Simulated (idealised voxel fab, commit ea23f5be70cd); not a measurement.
process module | voxel air gaps
cross-section cut | 220 nm wide | cells 5 nm
A cross-section is a grid of square cells, given in bands from the top down. A band is one or more rows of cells.
Each band's line starts with the height of the band's top and of its bottom, in nm. Then come its materials from left to right, each with its width in nm. One material with "throughout" fills the band from edge to edge. "air" is empty space.
Height 0 is the level under which the wafer as received is all one material. The lowest band goes on downwards, as in "0 down".
A width such as "30 to 40" changes by the same amount from each row of cells to the next, from the band's top row to its bottom row.
"no change" after a step means that no cell of the cross-section changed.
closed voids: empty space of 8 cells or more with no open way to the top, each as width x height at its distance from the left edge, in nm
after a step's settings: what the simulator itself notes on the step
overlay nm, on a step with a mask: how far to the right of its planned place the mask lay; to the left if negative
plan
1 op RECEIVE | material Si
2 op CONFORMAL_DEP | material SiO2 | thk nm 10
3 op CONFORMAL_DEP | material SiN | thk nm 5
4 op DIRECTIONAL_DEP | material lowk | thk nm 35
5 op DIRECTIONAL_DEP | material aC | thk nm 15
6 op PATTERN | tone open | mask id LINES | material resist | width nm 25 | pitch nm 50 | thk nm 30 | overlay nm 0
7 op DIRECTIONAL_ETCH | etch materials aC | depth nm 15
8 op STRIP | etch materials resist
9 op DIRECTIONAL_ETCH | etch materials lowk | depth nm 35
10 op STRIP | etch materials aC
11 op CONFORMAL_DEP | material TiN | thk nm 5
12 op FILL_DEP | material Ru | thk nm 5
13 op CMP | height nm 50
14 op EPI | material Ru | thk nm 10
15 op SELECTIVE_ETCH | etch materials lowk | depth nm 45
16 op CONFORMAL_DEP | material SiCN | thk nm 5
first wafer, as planned
as received, after step 1
  0 down: Si throughout
  closed voids: none
after step 2
  10 to 0: SiO2 throughout
  below 0: unchanged
after step 3
  15 to 10: SiN throughout
  below 10: unchanged
after step 4
  50 to 15: lowk throughout
  below 15: unchanged
after step 5
  65 to 50: aC throughout
  below 50: unchanged
after step 6
  95 to 65: resist 20 | air 25 | resist 25 | air 25 | resist 25 | air 25 | resist 25 | air 25 | resist 25
  below 65: unchanged
after step 7
  80 to 65: resist 20 | air 25 | resist 25 | air 25 | resist 25 | air 25 | resist 25 | air 25 | resist 25
  65 to 50: aC 20 | air 25 | aC 25 | air 25 | aC 25 | air 25 | aC 25 | air 25 | aC 25
  below 50: unchanged
after step 8
  65 to 50: aC 20 | air 25 | aC 25 | air 25 | aC 25 | air 25 | aC 25 | air 25 | aC 25
  below 50: unchanged
after step 9
  65 to 50: aC 20 | air 25 | aC 25 | air 25 | aC 25 | air 25 | aC 25 | air 25 | aC 25
  50 to 15: lowk 20 | air 25 | lowk 25 | air 25 | lowk 25 | air 25 | lowk 25 | air 25 | lowk 25
  below 15: unchanged
after step 10
  50 to 15: lowk 20 | air 25 | lowk 25 | air 25 | lowk 25 | air 25 | lowk 25 | air 25 | lowk 25
  below 15: unchanged
after step 11
  55 to 50: TiN 25 | air 15 | TiN 35 | air 15 | TiN 35 | air 15 | TiN 35 | air 15 | TiN 30
  50 to 20: lowk 20 | TiN 5 | air 15 | TiN 5 | lowk 25 | TiN 5 | air 15 | TiN 5 | lowk 25 | TiN 5 | air 15 | TiN 5 | lowk 25 | TiN 5 | air 15 | TiN 5 | lowk 25
  20 to 15: lowk 20 | TiN 25 | lowk 25 | TiN 25 | lowk 25 | TiN 25 | lowk 25 | TiN 25 | lowk 25
  below 15: unchanged
after step 12
  60 to 55: Ru throughout
  55 to 50: TiN 25 | Ru 15 | TiN 35 | Ru 15 | TiN 35 | Ru 15 | TiN 35 | Ru 15 | TiN 30
  50 to 20: lowk 20 | TiN 5 | Ru 15 | TiN 5 | lowk 25 | TiN 5 | Ru 15 | TiN 5 | lowk 25 | TiN 5 | Ru 15 | TiN 5 | lowk 25 | TiN 5 | Ru 15 | TiN 5 | lowk 25
  below 20: unchanged
after step 13
  50 to 20: lowk 20 | TiN 5 | Ru 15 | TiN 5 | lowk 25 | TiN 5 | Ru 15 | TiN 5 | lowk 25 | TiN 5 | Ru 15 | TiN 5 | lowk 25 | TiN 5 | Ru 15 | TiN 5 | lowk 25
  below 20: unchanged
after step 14
  60 to 50: air 10 | Ru 45 | air 5 | Ru 45 | air 5 | Ru 45 | air 5 | Ru 45 | air 15
  below 50: unchanged
after step 15
  60 to 50: air 10 | Ru 45 | air 5 | Ru 45 | air 5 | Ru 45 | air 5 | Ru 45 | air 15
  50 to 20: air 20 | TiN 5 | Ru 15 | TiN 5 | air 25 | TiN 5 | Ru 15 | TiN 5 | air 25 | TiN 5 | Ru 15 | TiN 5 | air 25 | TiN 5 | Ru 15 | TiN 5 | air 25
  20 to 15: air 20 | TiN 25 | air 25 | TiN 25 | air 25 | TiN 25 | air 25 | TiN 25 | air 25
  below 15: unchanged
after step 16
  65 to 60: air 5 | SiCN 205 | air 10
  60 to 50: air 5 | SiCN 5 | Ru 45 | SiCN 5 | Ru 45 | SiCN 5 | Ru 45 | SiCN 5 | Ru 45 | SiCN 5 | air 10
  50 to 45: air 5 | SiCN 15 | TiN 5 | Ru 15 | TiN 5 | SiCN 25 | TiN 5 | Ru 15 | TiN 5 | SiCN 25 | TiN 5 | Ru 15 | TiN 5 | SiCN 25 | TiN 5 | Ru 15 | TiN 5 | SiCN 15 | air 10
  45 to 20: air 15 | SiCN 5 | TiN 5 | Ru 15 | TiN 5 | SiCN 5 | air 15 | SiCN 5 | TiN 5 | Ru 15 | TiN 5 | SiCN 5 | air 15 | SiCN 5 | TiN 5 | Ru 15 | TiN 5 | SiCN 5 | air 15 | SiCN 5 | TiN 5 | Ru 15 | TiN 5 | SiCN 5 | air 20
  20 to 15: SiCN 20 | TiN 25 | SiCN 25 | TiN 25 | SiCN 25 | TiN 25 | SiCN 25 | TiN 25 | SiCN 25
  below 15: unchanged
  closed voids: 15 x 25 at 50; 15 x 25 at 100; 15 x 25 at 150
second wafer: like start, like plan, one mistake. Through step 13 it matches the first wafer
when step 14 should have ended
  70 to 50: Ru 215 | air 5
  below 50: unchanged
when step 15 should have ended
  70 to 50: Ru 215 | air 5
  50 to 20: lowk 20 | TiN 5 | Ru 15 | TiN 5 | lowk 25 | TiN 5 | Ru 15 | TiN 5 | lowk 25 | TiN 5 | Ru 15 | TiN 5 | lowk 25 | TiN 5 | Ru 15 | TiN 5 | air 25
  20 to 15: lowk 20 | TiN 25 | lowk 25 | TiN 25 | lowk 25 | TiN 25 | lowk 25 | TiN 25 | air 25
  below 15: unchanged
when step 16 should have ended
  75 to 70: SiCN throughout
  70 to 50: Ru 215 | SiCN 5
  50 to 45: lowk 20 | TiN 5 | Ru 15 | TiN 5 | lowk 25 | TiN 5 | Ru 15 | TiN 5 | lowk 25 | TiN 5 | Ru 15 | TiN 5 | lowk 25 | TiN 5 | Ru 15 | TiN 5 | SiCN 25
  45 to 20: lowk 20 | TiN 5 | Ru 15 | TiN 5 | lowk 25 | TiN 5 | Ru 15 | TiN 5 | lowk 25 | TiN 5 | Ru 15 | TiN 5 | lowk 25 | TiN 5 | Ru 15 | TiN 5 | SiCN 5 | air 20
  20 to 15: lowk 20 | TiN 25 | lowk 25 | TiN 25 | lowk 25 | TiN 25 | lowk 25 | TiN 25 | SiCN 25
  below 15: unchanged
  closed voids: 20 x 25 at 200
what went wrong: step 14 was run twice
at the end the second wafer has, in cells: 100 more of Ru | 73 fewer of SiCN | 133 more of lowk
closed voids at the end (first wafer, second wafer): 3, 1
